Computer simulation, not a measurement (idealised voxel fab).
The following is a process module called voxel transistor to metal.
FYI the section here is cut, 175 nm wide, cells are 5 nm squares.
Just so we're on the same page, the cross-sections are grids of square cells, and they're listed out in bands top to bottom, each band one or more rows deep.
Band: top and bottom heights (nm) first, top before bottom; then materials from left to right, widths in nm. "full width" marks a sole material filling the band edge to edge. "empty" denotes empty space.
For the purposes of this specification, 0 denotes the height below which the wafer in its as-received condition is composed wholly of one material, and the lowermost band, lacking a lower limit, extends downward without end, as expressed in "0 -> down".
The notation "30->40" denotes a width that varies across the rows of cells in the band, beginning at the first number in the top row, finishing at the second number in the bottom row, and changing by an identical amount from each row to the next.
"remains unaltered" -> step changed no cross-section cell.
Look at "Listed closed voids" for the closed voids: empty spaces with no open path to the top, sized 8 cells or up. Each is width x height at distance, distance from the left edge, all nm.
The remark found on a step's line after its settings is issued by the simulator itself and pertains to that step.
"overlay nm" on a masked step: distance the mask lay right of its planned place, negative for left.
## These are the steps we planned for the process
- 1: RECEIVE,material Si
- 2: OXIDIZE,depth nm 5
- 3: CONFORMAL_DEP,material SiN,thk nm 15
- 4: DIRECTIONAL_DEP,material aC,thk nm 10
- 5: PATTERN,tone cover,mask id ACTIVE,material resist,width nm 105,thk nm 30,overlay nm 0
- 6: DIRECTIONAL_ETCH,etch materials aC,depth nm 10
- 7: STRIP,etch materials resist
- 8: DIRECTIONAL_ETCH,etch materials SiN,depth nm 15
- 9: DIRECTIONAL_ETCH,etch materials SiO2,depth nm 5
- 10: DIRECTIONAL_ETCH,etch materials Si,depth nm 35
- 11: STRIP,etch materials aC
- 12: OXIDIZE,depth nm 5
- 13: FILL_DEP,material SiO2,thk nm 5
- 14: CMP,height nm 15
- 15: SELECTIVE_ETCH,etch materials SiO2,depth nm 5
- 16: STRIP,etch materials SiN
- 17: SELECTIVE_ETCH,etch materials SiO2,depth nm 5
- 18: OXIDIZE,depth nm 5
- 19: DIRECTIONAL_DEP,material polySi,thk nm 25
- 20: DIRECTIONAL_DEP,material SiCN,thk nm 10
- 21: PATTERN,tone cover,mask id GATE,material resist,width nm 15,thk nm 20,overlay nm 0
- 22: DIRECTIONAL_ETCH,etch materials SiCN,depth nm 20
- 23: DIRECTIONAL_ETCH,etch materials polySi,depth nm 35
- 24: STRIP,etch materials resist
- 25: CONFORMAL_DEP,material SiO2,thk nm 5
- 26: DIRECTIONAL_ETCH,etch materials SiO2,depth nm 5
- 27: CONFORMAL_DEP,material SiN,thk nm 5
- 28: DIRECTIONAL_ETCH,etch materials SiN,depth nm 5
- 29: DIRECTIONAL_ETCH,etch materials SiO2,depth nm 5
- 30: DIRECTIONAL_ETCH,etch materials Si,depth nm 5
- 31: EPI,material pSi,thk nm 5
- 32: FILL_DEP,material SiO2,thk nm 5
- 33: CMP,height nm 30
- 34: DIRECTIONAL_DEP,material SiO2,thk nm 15
- 35: DIRECTIONAL_DEP,material aC,thk nm 10
- 36: PATTERN,tone open,mask id CONTACT,material resist,width nm 30,pitch nm 55,thk nm 30,overlay nm 0
- 37: DIRECTIONAL_ETCH,etch materials aC,depth nm 10
- 38: STRIP,etch materials resist
- 39: DIRECTIONAL_ETCH,etch materials SiO2,depth nm 55
- 40: STRIP,etch materials aC
- 41: CONFORMAL_DEP,material TiN,thk nm 5
- 42: FILL_DEP,material W,thk nm 5
- 43: CMP,height nm 45
- 44: CONFORMAL_DEP,material SiN,thk nm 5
- 45: DIRECTIONAL_DEP,material SiO2,thk nm 15
- 46: PATTERN,tone open,mask id METAL_1,material resist,width nm 20,pitch nm 65,thk nm 20,overlay nm 0
- 47: DIRECTIONAL_ETCH,etch materials SiO2,depth nm 15
- 48: DIRECTIONAL_ETCH,etch materials SiN,depth nm 5
- 49: STRIP,etch materials resist
- 50: CONFORMAL_DEP,material TiN,thk nm 5
- 51: FILL_DEP,material Ru,thk nm 5
- 52: CMP,height nm 65
- 53: EPI,material Ru,thk nm 5
- 54: FILL_DEP,material SiCN,thk nm 5
## Cross-section of the wafer at receipt, which is the condition after step 1
  0 -> down | Si full width
  Listed closed voids: none
## Cross-section taken at module completion on the first of two wafers; processed per the plan
  75 -> 70 | SiCN full width
  70 -> 65 | SiCN 40 nm | Ru 30 nm | SiCN 35 nm | Ru 30 nm | SiCN 40 nm
  65 -> 50 | SiO2 45 nm | TiN 5 nm | Ru 10 nm | TiN 5 nm | SiO2 45 nm | TiN 5 nm | Ru 10 nm | TiN 5 nm | SiO2 45 nm
  50 -> 45 | SiN 45 nm | TiN 20 nm | SiN 45 nm | TiN 20 nm | SiN 45 nm
  45 -> 35 | SiO2 45 nm | TiN 5 nm | W 20 nm | TiN 5 nm | SiO2 25 nm | TiN 5 nm | W 20 nm | TiN 5 nm | SiO2 45 nm
  35 -> 30 | SiO2 45 nm | TiN 5 nm | W 15 nm | TiN 10 nm | SiO2 25 nm | TiN 10 nm | W 15 nm | TiN 5 nm | SiO2 45 nm
  30 -> 20 | SiO2 45 nm | TiN 5 nm | W 15 nm | TiN 5 nm | SiN 5 nm | SiO2 5 nm | SiCN 15 nm | SiO2 5 nm | SiN 5 nm | TiN 5 nm | W 15 nm | TiN 5 nm | SiO2 45 nm
  20 -> 5 | SiO2 45 nm | TiN 5 nm | W 15 nm | TiN 5 nm | SiN 5 nm | SiO2 5 nm | polySi 15 nm | SiO2 5 nm | SiN 5 nm | TiN 5 nm | W 15 nm | TiN 5 nm | SiO2 45 nm
  5 -> -5 | SiO2 35 nm | SiN 5 nm | SiO2 5 nm | TiN 5 nm | W 15->10 nm | TiN 5->10 nm | SiN 5 nm | SiO2 5 nm | polySi 15 nm | SiO2 5 nm | SiN 5 nm | TiN 5->10 nm | W 15->10 nm | TiN 5 nm | SiO2 5 nm | SiN 5 nm | SiO2 35 nm
  -5 -> -10 | SiO2 45 nm | TiN 20 nm | pSi 5 nm | SiO2 35 nm | pSi 5 nm | TiN 20 nm | SiO2 45 nm
  -10 -> -15 | SiO2 40 nm | pSi 30 nm | Si 35 nm | pSi 30 nm | SiO2 40 nm
  -15 -> -45 | SiO2 40 nm | Si 95 nm | SiO2 40 nm
  -45 -> down | Si full width
  Listed closed voids: none
## This cross-section belongs to the second wafer of two at the end of the module; the start and the plan were shared with the first, and the run included one mistake
  75 -> 70 | SiCN full width
  70 -> 65 | SiCN 40 nm | Ru 30 nm | SiCN 35 nm | Ru 30 nm | SiCN 40 nm
  65 -> 50 | SiO2 45 nm | TiN 5 nm | Ru 10 nm | TiN 5 nm | SiO2 45 nm | TiN 5 nm | Ru 10 nm | TiN 5 nm | SiO2 45 nm
  50 -> 45 | SiN 45 nm | TiN 20 nm | SiN 45 nm | TiN 20 nm | SiN 45 nm
  45 -> 35 | SiO2 45 nm | TiN 5 nm | W 20 nm | TiN 5 nm | SiO2 25 nm | TiN 5 nm | W 20 nm | TiN 5 nm | SiO2 45 nm
  35 -> 30 | SiO2 45 nm | TiN 5 nm | W 15 nm | TiN 10 nm | SiO2 25 nm | TiN 10 nm | W 15 nm | TiN 5 nm | SiO2 45 nm
  30 -> 20 | SiO2 45 nm | TiN 5 nm | W 15 nm | TiN 5 nm | SiN 5 nm | SiO2 5 nm | SiCN 15 nm | SiO2 5 nm | SiN 5 nm | TiN 5 nm | W 15 nm | TiN 5 nm | SiO2 45 nm
  20 -> 10 | SiO2 45 nm | TiN 5 nm | W 15 nm | TiN 5 nm | SiN 5 nm | SiO2 5 nm | polySi 15 nm | SiO2 5 nm | SiN 5 nm | TiN 5 nm | W 15 nm | TiN 5 nm | SiO2 45 nm
  10 -> 5 | SiO2 45 nm | TiN 25 nm | SiN 5 nm | SiO2 5 nm | polySi 15 nm | SiO2 5 nm | SiN 5 nm | TiN 25 nm | SiO2 45 nm
  5 -> -5 | SiO2 35 nm | SiN 5 nm | SiO2 30 nm | SiN 5 nm | SiO2 5 nm | polySi 15 nm | SiO2 5 nm | SiN 5 nm | SiO2 30 nm | SiN 5 nm | SiO2 35 nm
  -5 -> -10 | SiO2 65 nm | pSi 5 nm | SiO2 35 nm | pSi 5 nm | SiO2 65 nm
  -10 -> -15 | SiO2 40 nm | pSi 30 nm | Si 35 nm | pSi 30 nm | SiO2 40 nm
  -15 -> -45 | SiO2 40 nm | Si 95 nm | SiO2 40 nm
  -45 -> down | Si full width
  Listed closed voids: none
Nonconformance to the process plan: step 34 of the plan was performed twice
Final cells, second wafer relative to first, materials higher or lower: +28 SiO2, -12 TiN, -16 W
